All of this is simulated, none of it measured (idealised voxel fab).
A process module follows: voxel self aligned contacts.
Pictured: cross-section cut, 180 nm wide, on a grid of 5 nm square cells.
Cross-section = grid of square cells, listed top down in bands; band = one or more rows.
Look at the band entry: it leads with the top's height and the bottom's height in nm. Then it lists the materials left to right, with a width in nm for each. The word "all across" on a single material says that material fills the band edge to edge. The word "blank" is empty space.
The reference from which all heights are counted is 0, the level beneath which the as-received wafer is entirely one material; the lowest band, having no lower bound, proceeds downward and is written after the example "0 and below".
A width given as "30..40" starts at the first number in the band's top row and ends at the second number in its bottom row, shifting by an equal amount at every step from row to row.
"identical to before" means the step left every cell of the cross-section as it was.
Listed in "Sealed internal cavities": every empty space of 8 or more cells without an open way to the top. Form: width x height at distance, the distance being from the left edge, all in nm.
Post-settings text on a step line: simulator's own remark regarding the step.
You can add "overlay nm" to a step's line. For a step with a mask, it describes how far the mask lay to the right of its planned position, and a negative number describes a lay to the left.
[Below is the list of planned process steps]
| 1 | RECEIVE [material Si] |
| 2 | CONFORMAL_DEP [material SiO2] [thk nm 5] |
| 3 | DIRECTIONAL_DEP [material polySi] [thk nm 25] |
| 4 | DIRECTIONAL_DEP [material SiN] [thk nm 20] |
| 5 | PATTERN [tone cover] [mask id GATE] [material resist] [width nm 35] [pitch nm 70] [thk nm 15] [overlay nm 0] |
| 6 | DIRECTIONAL_ETCH [etch materials SiN] [depth nm 20] |
| 7 | DIRECTIONAL_ETCH [etch materials polySi] [depth nm 25] |
| 8 | STRIP [etch materials resist] |
| 9 | CONFORMAL_DEP [material SiN] [thk nm 5] |
| 10 | DIRECTIONAL_ETCH [etch materials SiN] [depth nm 5] |
| 11 | FILL_DEP [material SiO2] [thk nm 15] |
| 12 | CMP [height nm 60] |
| 13 | MASKED_ETCH [tone open] [mask id CONTACT] [width nm 55] [etch materials SiO2] [depth nm 60] [overlay nm 0] |
| 14 | CONFORMAL_DEP [material TiN] [thk nm 5] |
| 15 | FILL_DEP [material W] [thk nm 5] |
| 16 | CMP [height nm 60] |
| 17 | CONFORMAL_DEP [material SiN] [thk nm 5] |
[Cross-section, incoming material, after step 1]
  0 and below | Si all across
  Sealed internal cavities: none
[First wafer of two, sectioned at end of module; run went per plan]
  65 down to 60 | SiN all across
  60 down to 50 | SiO2 (60) | TiN (5..20) | W (45..15) | TiN (5..20) | SiO2 (65)
  50 down to 30 | SiO2 (30) | SiN (45) | TiN (5) | W (15) | TiN (5) | SiN (45) | SiO2 (35)
  30 down to 5 | SiO2 (30) | SiN (5) | polySi (35) | SiN (5) | TiN (5) | W (15) | TiN (5) | SiN (5) | polySi (35) | SiN (5) | SiO2 (35)
  5 down to 0 | SiO2 (75) | TiN (25) | SiO2 (80)
  0 and below | Si all across
  Sealed internal cavities: none
[second wafer at the end: like start, like plan, one mistake]
  65 down to 60 | SiN all across
  60 down to 50 | SiO2 (60) | TiN (5..25) | W (45..5) | TiN (5..25) | SiO2 (65)
  50 down to 30 | SiO2 (25) | SiN (55) | TiN (5) | W (5) | TiN (5) | SiN (55) | SiO2 (30)
  30 down to 5 | SiO2 (25) | SiN (5) | polySi (45) | SiN (5) | TiN (5) | W (5) | TiN (5) | SiN (5) | polySi (45) | SiN (5) | SiO2 (30)
  5 down to 0 | SiO2 (80) | TiN (15) | SiO2 (85)
  0 and below | Si all across
  Sealed internal cavities: none
Which mistake was made when the wafer was run? in deviation from the planned setting, step 5 was conducted as PATTERN [tone cover] [mask id GATE] [material resist] [width nm 45] [pitch nm 70] [thk nm 15] [overlay nm 0]
Looking at both finished wafers in cells, the second ends up ahead of or behind the first on some materials: +16 SiN | -16 SiO2 | -20 W | +20 polySi
